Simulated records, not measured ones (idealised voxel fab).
The name of this process module is voxel capacitor over wiring.
This is section cut - it's 220 nm across, gridded in 5 nm square cells.
Throughout this document, each cross-section is represented as a grid of square cells and is presented as a sequence of bands enumerated from the top downward, where a band comprises one or more rows of cells. What a band's entry tells you: where the top is and where the bottom is, as heights in nm, and after that what lies inside, material by material from left to right, each with its width in nm. Empty space is written as the word "empty", and a single material marked with the word "all across" occupies the band from edge to edge. Heights are reckoned from 0. Under this level, the received wafer is all of one material. The bottommost band is open-ended downward, for example "0 nm and below". The expression "30 to 40" gives the width at the extremes of the band, the first number at its top row of cells and the second at its bottom row, with the width changing by equal amounts from each row to the next in between. Given "no alteration" for a step, no cell of the cross-section differs between before and after that step. For the entry "Sealed cavities", the listed items are empty spaces with no open way to the top whose size is 8 cells or more; each item follows the pattern width x height at distance, where distance is from the left edge and all three are in nm. Step line, after settings: the simulator's comment on this step. overlay nm: mask offset rightward from planned place, masked step; negative means leftward offset.
The planned process steps are enumerated hereunder
1 RECEIVE, material Si
2 CONFORMAL_DEP, material SiO2, thk nm 10
3 CONFORMAL_DEP, material SiCN, thk nm 5
4 DIRECTIONAL_DEP, material lowk, thk nm 15
5 PATTERN, tone open, mask id METAL_1, material resist, width nm 30, pitch nm 85, thk nm 15, overlay nm 0
6 DIRECTIONAL_ETCH, etch materials lowk, depth nm 15
7 DIRECTIONAL_ETCH, etch materials SiCN, depth nm 5
8 STRIP, etch materials resist
9 CONFORMAL_DEP, material TiN, thk nm 5
10 FILL_DEP, material W, thk nm 10
11 CMP, height nm 30
12 CONFORMAL_DEP, material SiCN, thk nm 5
13 DIRECTIONAL_DEP, material lowk, thk nm 10
14 DIRECTIONAL_DEP, material aC, thk nm 15
15 PATTERN, tone open, mask id PLUG_1, material resist, width nm 15, thk nm 30, overlay nm 0
16 DIRECTIONAL_ETCH, etch materials aC, depth nm 15
17 STRIP, etch materials resist
18 DIRECTIONAL_ETCH, etch materials lowk, depth nm 10
19 DIRECTIONAL_ETCH, etch materials SiCN, depth nm 5
20 STRIP, etch materials aC
21 EPI, material Ru, thk nm 10
22 EPI, material Ru, thk nm 5
23 DIRECTIONAL_DEP, material TiN, thk nm 5
24 DIRECTIONAL_DEP, material Al2O3, thk nm 5
25 DIRECTIONAL_DEP, material TiN, thk nm 5
26 PATTERN, tone cover, mask id UPPER_PLATE, material resist, width nm 60, thk nm 20, overlay nm 0
27 DIRECTIONAL_ETCH, etch materials TiN, depth nm 5
28 DIRECTIONAL_ETCH, etch materials Al2O3, depth nm 5
29 STRIP, etch materials resist
30 DIRECTIONAL_DEP, material aC, thk nm 15
31 PATTERN, tone cover, mask id LOWER_PLATE, material resist, width nm 70, thk nm 30, overlay nm 0
32 DIRECTIONAL_ETCH, etch materials aC, depth nm 15
33 STRIP, etch materials resist
34 DIRECTIONAL_ETCH, etch materials TiN, depth nm 5
35 STRIP, etch materials aC
36 FILL_DEP, material SiO2, thk nm 20
37 CMP, height nm 75
38 PATTERN, tone open, mask id PLUG_2, material resist, width nm 15, thk nm 15, overlay nm 0
39 DIRECTIONAL_ETCH, etch materials SiO2, depth nm 15
40 STRIP, etch materials resist
41 CONFORMAL_DEP, material TiN, thk nm 5
42 FILL_DEP, material Cu, thk nm 10
43 CMP, height nm 75
44 CONFORMAL_DEP, material SiN, thk nm 5
Cross-section of the incoming wafer, state after step 1
- 0 nm and below  Si all across
- Sealed cavities: none
Wafer at module end, in section. Began as above, planned as above, run with one mistake
- 80 nm to 75 nm  SiN all across
- 75 nm to 65 nm  SiO2 75 nm  TiN 5 nm  Cu 5 nm  TiN 5 nm  SiO2 130 nm
- 65 nm to 55 nm  SiO2 75 to 70 nm  TiN 15 to 55 nm  SiO2 130 to 95 nm
- 55 nm to 50 nm  SiO2 65 nm  Al2O3 60 nm  SiO2 95 nm
- 50 nm to 45 nm  SiO2 65 nm  TiN 75 nm  SiO2 80 nm
- 45 nm to 35 nm  lowk 65 nm  Ru 15 nm  lowk 140 nm
- 35 nm to 30 nm  SiCN 65 nm  Ru 15 nm  SiCN 140 nm
- 30 nm to 15 nm  lowk 50 nm  TiN 5 nm  W 20 nm  TiN 5 nm  lowk 55 nm  TiN 5 nm  W 20 nm  TiN 5 nm  lowk 55 nm
- 15 nm to 10 nm  SiCN 50 nm  TiN 30 nm  SiCN 55 nm  TiN 30 nm  SiCN 55 nm
- 10 nm to 0 nm  SiO2 all across
- 0 nm and below  Si all across
- Sealed cavities: none
It is concluded that the wafer was processed incorrectly with respect to the plan, in that it should be noted that step 31 was executed with settings other than those planned, the operation and settings actually applied being PATTERN, tone cover, mask id LOWER_PLATE, material resist, width nm 70, thk nm 30, overlay nm 10
